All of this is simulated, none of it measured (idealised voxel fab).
process module | voxel gate over fins
cross-section cut | 255 nm wide | cells 5 nm
A cross-section is a grid of square cells, given in bands from the top down. A band is one or more rows of cells.
Each band's line starts with the height of the band's top and of its bottom, in nm. Then come its materials from left to right, each with its width in nm. One material with "throughout" fills the band from edge to edge. "air" is empty space.
Height 0 is the level under which the wafer as received is all one material. The lowest band goes on downwards, as in "0 down".
A width such as "30 to 40" changes by the same amount from each row of cells to the next, from the band's top row to its bottom row.
"no change" after a step means that no cell of the cross-section changed.
closed voids: empty space of 8 cells or more with no open way to the top, each as width x height at its distance from the left edge, in nm
after a step's settings: what the simulator itself notes on the step
overlay nm, on a step with a mask: how far to the right of its planned place the mask lay; to the left if negative
plan
1 op RECEIVE | material Si
2 op CONFORMAL_DEP | material SiN | thk nm 5
3 op MASKED_ETCH | tone cover | mask id FINS | width nm 15 | pitch nm 45 | etch materials SiN | depth nm 5 | overlay nm 0
4 op MASKED_ETCH | tone cover | mask id FINS | width nm 15 | pitch nm 45 | etch materials Si | depth nm 30 | overlay nm 0
5 op OXIDIZE | depth nm 5
6 op FILL_DEP | material SiO2 | thk nm 5
7 op CMP | height nm 5
8 op SELECTIVE_ETCH | etch materials SiO2 | depth nm 15
9 op STRIP | etch materials SiN
10 op CONFORMAL_DEP | material HfO2 | thk nm 5
11 op CONFORMAL_DEP | material TiN | thk nm 5
12 op FILL_DEP | material W | thk nm 15
13 op CMP | height nm 20
14 op CONFORMAL_DEP | material SiN | thk nm 5
first wafer, as planned
as received, after step 1
  0 down: Si throughout
  closed voids: none
after step 2
  5 to 0: SiN throughout
  below 0: unchanged
after step 3
  5 to 0: air 50 | SiN 15 | air 30 | SiN 15 | air 30 | SiN 15 | air 30 | SiN 15 | air 55
  below 0: unchanged
after step 4
  5 to 0: air 50 | SiN 15 | air 30 | SiN 15 | air 30 | SiN 15 | air 30 | SiN 15 | air 55
  0 to -30: air 50 | Si 15 | air 30 | Si 15 | air 30 | Si 15 | air 30 | Si 15 | air 55
  below -30: unchanged
after step 5
  5 to 0: air 50 | SiN 15 | air 30 | SiN 15 | air 30 | SiN 15 | air 30 | SiN 15 | air 55
  0 to -30: air 50 | SiO2 5 | Si 5 | SiO2 5 | air 30 | SiO2 5 | Si 5 | SiO2 5 | air 30 | SiO2 5 | Si 5 | SiO2 5 | air 30 | SiO2 5 | Si 5 | SiO2 5 | air 55
  -30 to -35: SiO2 55 | Si 5 | SiO2 40 | Si 5 | SiO2 40 | Si 5 | SiO2 40 | Si 5 | SiO2 60
  below -35: unchanged
after step 6
  10 to 5: SiO2 throughout
  5 to 0: SiO2 50 | SiN 15 | SiO2 30 | SiN 15 | SiO2 30 | SiN 15 | SiO2 30 | SiN 15 | SiO2 55
  0 to -35: SiO2 55 | Si 5 | SiO2 40 | Si 5 | SiO2 40 | Si 5 | SiO2 40 | Si 5 | SiO2 60
  below -35: unchanged
after step 7
  5 to 0: SiO2 50 | SiN 15 | SiO2 30 | SiN 15 | SiO2 30 | SiN 15 | SiO2 30 | SiN 15 | SiO2 55
  below 0: unchanged
after step 8
  5 to 0: air 50 | SiN 15 | air 30 | SiN 15 | air 30 | SiN 15 | air 30 | SiN 15 | air 55
  0 to -10: air 55 | Si 5 | air 40 | Si 5 | air 40 | Si 5 | air 40 | Si 5 | air 60
  below -10: unchanged
after step 9
  0 to -10: air 55 | Si 5 | air 40 | Si 5 | air 40 | Si 5 | air 40 | Si 5 | air 60
  below -10: unchanged
after step 10
  5 to 0: air 50 | HfO2 15 | air 30 | HfO2 15 | air 30 | HfO2 15 | air 30 | HfO2 15 | air 55
  0 to -5: air 50 | HfO2 5 | Si 5 | HfO2 5 | air 30 | HfO2 5 | Si 5 | HfO2 5 | air 30 | HfO2 5 | Si 5 | HfO2 5 | air 30 | HfO2 5 | Si 5 | HfO2 5 | air 55
  -5 to -10: HfO2 55 | Si 5 | HfO2 40 | Si 5 | HfO2 40 | Si 5 | HfO2 40 | Si 5 | HfO2 60
  below -10: unchanged
after step 11
  10 to 5: air 45 | TiN 25 | air 20 | TiN 25 | air 20 | TiN 25 | air 20 | TiN 25 | air 50
  5 to 0: air 45 | TiN 5 | HfO2 15 | TiN 5 | air 20 | TiN 5 | HfO2 15 | TiN 5 | air 20 | TiN 5 | HfO2 15 | TiN 5 | air 20 | TiN 5 | HfO2 15 | TiN 5 | air 50
  0 to -5: TiN 50 | HfO2 5 | Si 5 | HfO2 5 | TiN 30 | HfO2 5 | Si 5 | HfO2 5 | TiN 30 | HfO2 5 | Si 5 | HfO2 5 | TiN 30 | HfO2 5 | Si 5 | HfO2 5 | TiN 55
  below -5: unchanged
after step 12
  25 to 10: W throughout
  10 to 5: W 45 | TiN 25 | W 20 | TiN 25 | W 20 | TiN 25 | W 20 | TiN 25 | W 50
  5 to 0: W 45 | TiN 5 | HfO2 15 | TiN 5 | W 20 | TiN 5 | HfO2 15 | TiN 5 | W 20 | TiN 5 | HfO2 15 | TiN 5 | W 20 | TiN 5 | HfO2 15 | TiN 5 | W 50
  below 0: unchanged
after step 13
  20 to 10: W throughout
  below 10: unchanged
after step 14
  25 to 20: SiN throughout
  below 20: unchanged
second wafer: like start, like plan, one mistake. Through step 3 it matches the first wafer
when step 4 should have ended
  5 to 0: air 50 | SiN 15 | air 30 | SiN 15 | air 30 | SiN 15 | air 30 | SiN 15 | air 55
  0 to -60: air 50 | Si 15 | air 30 | Si 15 | air 30 | Si 15 | air 30 | Si 15 | air 55
  below -60: unchanged
when step 5 should have ended
  5 to 0: air 50 | SiN 15 | air 30 | SiN 15 | air 30 | SiN 15 | air 30 | SiN 15 | air 55
  0 to -60: air 50 | SiO2 5 | Si 5 | SiO2 5 | air 30 | SiO2 5 | Si 5 | SiO2 5 | air 30 | SiO2 5 | Si 5 | SiO2 5 | air 30 | SiO2 5 | Si 5 | SiO2 5 | air 55
  -60 to -65: SiO2 55 | Si 5 | SiO2 40 | Si 5 | SiO2 40 | Si 5 | SiO2 40 | Si 5 | SiO2 60
  below -65: unchanged
when step 6 should have ended
  10 to 5: SiO2 throughout
  5 to 0: SiO2 50 | SiN 15 | SiO2 30 | SiN 15 | SiO2 30 | SiN 15 | SiO2 30 | SiN 15 | SiO2 55
  0 to -65: SiO2 55 | Si 5 | SiO2 40 | Si 5 | SiO2 40 | Si 5 | SiO2 40 | Si 5 | SiO2 60
  below -65: unchanged
when step 7 should have ended
  5 to 0: SiO2 50 | SiN 15 | SiO2 30 | SiN 15 | SiO2 30 | SiN 15 | SiO2 30 | SiN 15 | SiO2 55
  below 0: unchanged
when step 8 should have ended
  5 to 0: air 50 | SiN 15 | air 30 | SiN 15 | air 30 | SiN 15 | air 30 | SiN 15 | air 55
  0 to -10: air 55 | Si 5 | air 40 | Si 5 | air 40 | Si 5 | air 40 | Si 5 | air 60
  below -10: unchanged
when step 9 should have ended
  0 to -10: air 55 | Si 5 | air 40 | Si 5 | air 40 | Si 5 | air 40 | Si 5 | air 60
  below -10: unchanged
when step 10 should have ended
  5 to 0: air 50 | HfO2 15 | air 30 | HfO2 15 | air 30 | HfO2 15 | air 30 | HfO2 15 | air 55
  0 to -5: air 50 | HfO2 5 | Si 5 | HfO2 5 | air 30 | HfO2 5 | Si 5 | HfO2 5 | air 30 | HfO2 5 | Si 5 | HfO2 5 | air 30 | HfO2 5 | Si 5 | HfO2 5 | air 55
  -5 to -10: HfO2 55 | Si 5 | HfO2 40 | Si 5 | HfO2 40 | Si 5 | HfO2 40 | Si 5 | HfO2 60
  below -10: unchanged
when step 11 should have ended
  10 to 5: air 45 | TiN 25 | air 20 | TiN 25 | air 20 | TiN 25 | air 20 | TiN 25 | air 50
  5 to 0: air 45 | TiN 5 | HfO2 15 | TiN 5 | air 20 | TiN 5 | HfO2 15 | TiN 5 | air 20 | TiN 5 | HfO2 15 | TiN 5 | air 20 | TiN 5 | HfO2 15 | TiN 5 | air 50
  0 to -5: TiN 50 | HfO2 5 | Si 5 | HfO2 5 | TiN 30 | HfO2 5 | Si 5 | HfO2 5 | TiN 30 | HfO2 5 | Si 5 | HfO2 5 | TiN 30 | HfO2 5 | Si 5 | HfO2 5 | TiN 55
  below -5: unchanged
when step 12 should have ended
  25 to 10: W throughout
  10 to 5: W 45 | TiN 25 | W 20 | TiN 25 | W 20 | TiN 25 | W 20 | TiN 25 | W 50
  5 to 0: W 45 | TiN 5 | HfO2 15 | TiN 5 | W 20 | TiN 5 | HfO2 15 | TiN 5 | W 20 | TiN 5 | HfO2 15 | TiN 5 | W 20 | TiN 5 | HfO2 15 | TiN 5 | W 50
  below 0: unchanged
when step 13 should have ended
  20 to 10: W throughout
  below 10: unchanged
when step 14 should have ended
  25 to 20: SiN throughout
  below 20: unchanged
what went wrong: step 4 was run twice
at the end the second wafer has, in cells: 282 fewer of Si | 282 more of SiO2
